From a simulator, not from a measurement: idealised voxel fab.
You're looking at the process module voxel fin reveal.
275 nm wide, 5 nm square cells: that's cross-section cut.
Cross-section spec: square-cell grid; bands listed top down; each band is one or more rows.
The band entry comprises the height of the band's top followed by the height of its bottom, expressed in nm, and subsequently the band's materials from left to right, each stated together with its width in nm. Where a single material is marked with the word "edge to edge", that material fills the band from edge to edge. The word "air" represents empty space.
For the purposes of this specification, 0 denotes the height below which the wafer in its as-received condition is composed wholly of one material, and the lowermost band, lacking a lower limit, extends downward without end, as expressed in "0..down".
The two numbers in a width such as "30->40" mark its ends across the band: the first belongs to the top row of cells, the second to the bottom row, and from each row to the next the width moves by the same amount.
Where the words "nothing changed" appear for a step, the cross-section shows no cell changed by that step; every cell remained as before.
"Fully sealed voids" enumerates empty spaces isolated from the top, with no open way to it, that contain at least 8 cells, giving each as width x height at distance from the left edge, all three in nm.
What comes after the settings on a step's line is commentary from the simulator itself on that step.
overlay nm: mask offset rightward from planned place, masked step; negative means leftward offset.
Process steps - plan:
1. RECEIVE,material Si
2. CONFORMAL_DEP,material SiN,thk nm 10
3. MASKED_ETCH,tone cover,mask id FINS,width nm 15,pitch nm 45,etch materials SiN,depth nm 10,overlay nm 0
4. MASKED_ETCH,tone cover,mask id FINS,width nm 15,pitch nm 45,etch materials Si,depth nm 35,overlay nm 0
5. OXIDIZE,depth nm 5
6. FILL_DEP,material SiO2,thk nm 15
7. CMP,height nm 10
8. SELECTIVE_ETCH,etch materials SiO2,depth nm 20
9. STRIP,etch materials SiN
Among the wafers covered here, the point of difference is the width nm at step 4; their starting state is shared, and the plan presents the value of the first wafer.
first wafer as received, after step 1:
  0..down  Si edge to edge
  Fully sealed voids: none
Cross-section after step 9, the final step of the module, for the first of several wafers:
  0..-10  air: 65, Si: 5, air: 40, Si: 5, air: 40, Si: 5, air: 40, Si: 5, air: 70
  -10..-40  SiO2: 65, Si: 5, SiO2: 40, Si: 5, SiO2: 40, Si: 5, SiO2: 40, Si: 5, SiO2: 70
  -40..down  Si edge to edge
  Fully sealed voids: none
Cross-section at module completion, last wafer:
  0..-10  air: 65->60, Si: 5->20, air: 40->25, Si: 5->20, air: 40->25, Si: 5->20, air: 40->25, Si: 5->20, air: 70->60
  -10..-40  SiO2: 60, Si: 20, SiO2: 25, Si: 20, SiO2: 25, Si: 20, SiO2: 25, Si: 20, SiO2: 60
  -40..down  Si edge to edge
  Fully sealed voids: none
So in this table every wafer gets its own row, and what you see is where it stands at the end of the module: for each material, how many cells it picked up (+) or gave up (-) since we received it, and after that its closed voids:
width nm 15, -408 Si, +306 SiO2, Fully sealed voids: none
width nm 20, -380 Si, +282 SiO2, Fully sealed voids: none
width nm 25, -352 Si, +258 SiO2, Fully sealed voids: none
width nm 30, -324 Si, +234 SiO2, Fully sealed voids: none
